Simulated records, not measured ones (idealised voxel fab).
process module | voxel capacitor over wiring
cross-section cut | 175 nm wide | cells 5 nm
A cross-section is a grid of square cells, given in bands from the top down. A band is one or more rows of cells.
Each band's line starts with the height of the band's top and of its bottom, in nm. Then come its materials from left to right, each with its width in nm. One material with "throughout" fills the band from edge to edge. "air" is empty space.
Height 0 is the level under which the wafer as received is all one material. The lowest band goes on downwards, as in "0 down".
A width such as "30 to 40" changes by the same amount from each row of cells to the next, from the band's top row to its bottom row.
"no change" after a step means that no cell of the cross-section changed.
closed voids: empty space of 8 cells or more with no open way to the top, each as width x height at its distance from the left edge, in nm
after a step's settings: what the simulator itself notes on the step
overlay nm, on a step with a mask: how far to the right of its planned place the mask lay; to the left if negative
plan
1 op RECEIVE | material Si
2 op CONFORMAL_DEP | material SiO2 | thk nm 10
3 op DIRECTIONAL_DEP | material TiN | thk nm 5
4 op DIRECTIONAL_DEP | material W | thk nm 15
5 op PATTERN | tone cover | mask id METAL_1 | material resist | width nm 25 | pitch nm 75 | thk nm 20 | overlay nm 0
6 op DIRECTIONAL_ETCH | etch materials W | depth nm 15
7 op DIRECTIONAL_ETCH | etch materials TiN | depth nm 5
8 op STRIP | etch materials resist
9 op CONFORMAL_DEP | material SiCN | thk nm 5
10 op FILL_DEP | material lowk | thk nm 5
11 op CMP | height nm 30
12 op CONFORMAL_DEP | material SiCN | thk nm 5
13 op DIRECTIONAL_DEP | material lowk | thk nm 10
14 op DIRECTIONAL_DEP | material aC | thk nm 15
15 op PATTERN | tone open | mask id PLUG_1 | material resist | width nm 15 | thk nm 35 | overlay nm 0
16 op DIRECTIONAL_ETCH | etch materials aC | depth nm 15
17 op STRIP | etch materials resist
18 op DIRECTIONAL_ETCH | etch materials lowk | depth nm 10
19 op DIRECTIONAL_ETCH | etch materials SiCN | depth nm 5
20 op STRIP | etch materials aC
21 op EPI | material Ru | thk nm 10
22 op EPI | material Ru | thk nm 5
23 op DIRECTIONAL_DEP | material TiN | thk nm 5
24 op DIRECTIONAL_DEP | material Al2O3 | thk nm 5
25 op DIRECTIONAL_DEP | material TiN | thk nm 5
26 op MASKED_ETCH | tone cover | mask id UPPER_PLATE | width nm 55 | etch materials TiN | depth nm 5 | overlay nm 0
27 op MASKED_ETCH | tone cover | mask id UPPER_PLATE | width nm 55 | etch materials Al2O3 | depth nm 5 | overlay nm 0
28 op PATTERN | tone cover | mask id LOWER_PLATE | material resist | width nm 65 | thk nm 20 | overlay nm 0
29 op DIRECTIONAL_ETCH | etch materials TiN | depth nm 5
30 op STRIP | etch materials resist
31 op FILL_DEP | material SiO2 | thk nm 20
32 op CMP | height nm 75
33 op PATTERN | tone open | mask id PLUG_2 | material resist | width nm 15 | thk nm 20 | overlay nm 0
34 op DIRECTIONAL_ETCH | etch materials SiO2 | depth nm 15
35 op STRIP | etch materials resist
36 op CONFORMAL_DEP | material TiN | thk nm 5
37 op FILL_DEP | material W | thk nm 5
38 op CMP | height nm 75
39 op CONFORMAL_DEP | material SiCN | thk nm 5
as received, after step 1
  0 down: Si throughout
  closed voids: none
a wafer at the end: this start, this plan, one mistake
  80 to 75: SiCN throughout
  75 to 65: SiO2 55 | TiN 5 | W 5 | TiN 5 | SiO2 105
  65 to 55: SiO2 55 to 45 | TiN 15 to 55 | SiO2 105 to 75
  55 to 50: SiO2 40 | TiN 65 | SiO2 70
  50 to 45: TiN throughout
  45 to 35: lowk 45 | Ru 15 | lowk 115
  35 to 30: SiCN 45 | Ru 15 | SiCN 115
  30 to 15: lowk 30 | SiCN 5 | W 25 | SiCN 5 | lowk 40 | SiCN 5 | W 25 | SiCN 5 | lowk 35
  15 to 10: SiCN 35 | TiN 25 | SiCN 50 | TiN 25 | SiCN 40
  10 to 0: SiO2 throughout
  0 down: Si throughout
  closed voids: none
what went wrong: step 24 ran as: op DIRECTIONAL_DEP | material TiN | thk nm 5
